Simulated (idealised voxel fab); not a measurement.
The name of this process module is voxel gate over fins.
FYI the section here is cut, 250 nm wide, cells are 5 nm squares.
Reading order for cross-sections: top band down to bottom band. Underlying form: a grid of square cells. Band size: one or more rows of cells.
First you get the band's top height and its bottom height, in nm, and then the materials it's made of, left to right, with each width in nm. If you see a single material with "full width", that one covers the band edge to edge. "blank" is empty space.
Heads up on the height convention: 0 is the point under which the incoming wafer is all one material, and the lowest band has no bottom, it just keeps going down, like "0..down".
The two numbers in a width such as "30->40" mark its ends across the band: the first belongs to the top row of cells, the second to the bottom row, and from each row to the next the width moves by the same amount.
Basically "nothing different" means that step didn't change any cell in the cross-section.
So "Closed void entries" is basically the list of trapped voids: any empty space of 8 cells or more that can't reach the top through an opening. They're written width x height at distance, the distance being from the left edge, and it's all nm.
Past the settings on a step's line: simulator remark, on that step.
Among the settings permitted on a step's line is "overlay nm"; applied to a step with a mask, it specifies the extent to which the mask lay to the right of its planned position, whereas a negative figure signifies a position to the left.

-- The planned process steps are enumerated hereunder
1) RECEIVE: material Si
2) CONFORMAL_DEP: material SiN, thk nm 5
3) PATTERN: tone cover, mask id FINS, material resist, width nm 15, pitch nm 40, thk nm 15, overlay nm 0
4) DIRECTIONAL_ETCH: etch materials SiN, depth nm 5
5) DIRECTIONAL_ETCH: etch materials Si, depth nm 35
6) STRIP: etch materials resist
7) FILL_DEP: material SiO2, thk nm 15
8) CMP: height nm 5
9) SELECTIVE_ETCH: etch materials SiO2, depth nm 15
10) STRIP: etch materials SiN
11) CONFORMAL_DEP: material HfO2, thk nm 5
12) CONFORMAL_DEP: material TiN, thk nm 5
13) CONFORMAL_DEP: material TiAl, thk nm 5
14) CONFORMAL_DEP: material TiN, thk nm 5
15) FILL_DEP: material W, thk nm 10
16) CMP: height nm 25
17) CONFORMAL_DEP: material SiN, thk nm 10

-- As-received state of the wafer in cross-section, equivalent to post-step 1
    0..down: Si full width
    Closed void entries: none

-- Same starting wafer, same plan as above, one mistake in the execution; this is the cross-section at the end of the module
    35..25: SiN full width
    25..20: W full width
    20..15: TiN full width
    15..10: TiAl full width
    10..5: TiN full width
    5..0: HfO2=60, TiN=5, HfO2=35, TiN=5, HfO2=35, TiN=5, HfO2=35, TiN=5, HfO2=65
    0..-5: Si=55, HfO2=5, TiN=5, HfO2=5, Si=25, HfO2=5, TiN=5, HfO2=5, Si=25, HfO2=5, TiN=5, HfO2=5, Si=25, HfO2=5, TiN=5, HfO2=5, Si=60
    -5..-10: Si=55, HfO2=15, Si=25, HfO2=15, Si=25, HfO2=15, Si=25, HfO2=15, Si=60
    -10..-35: Si=55, SiO2=15, Si=25, SiO2=15, Si=25, SiO2=15, Si=25, SiO2=15, Si=60
    -35..down: Si full width
    Closed void entries: none
What went wrong in running the wafer? step 3 ran with different settings than intended, the actual operation and settings being PATTERN: tone open, mask id FINS, material resist, width nm 15, pitch nm 40, thk nm 15, overlay nm 0
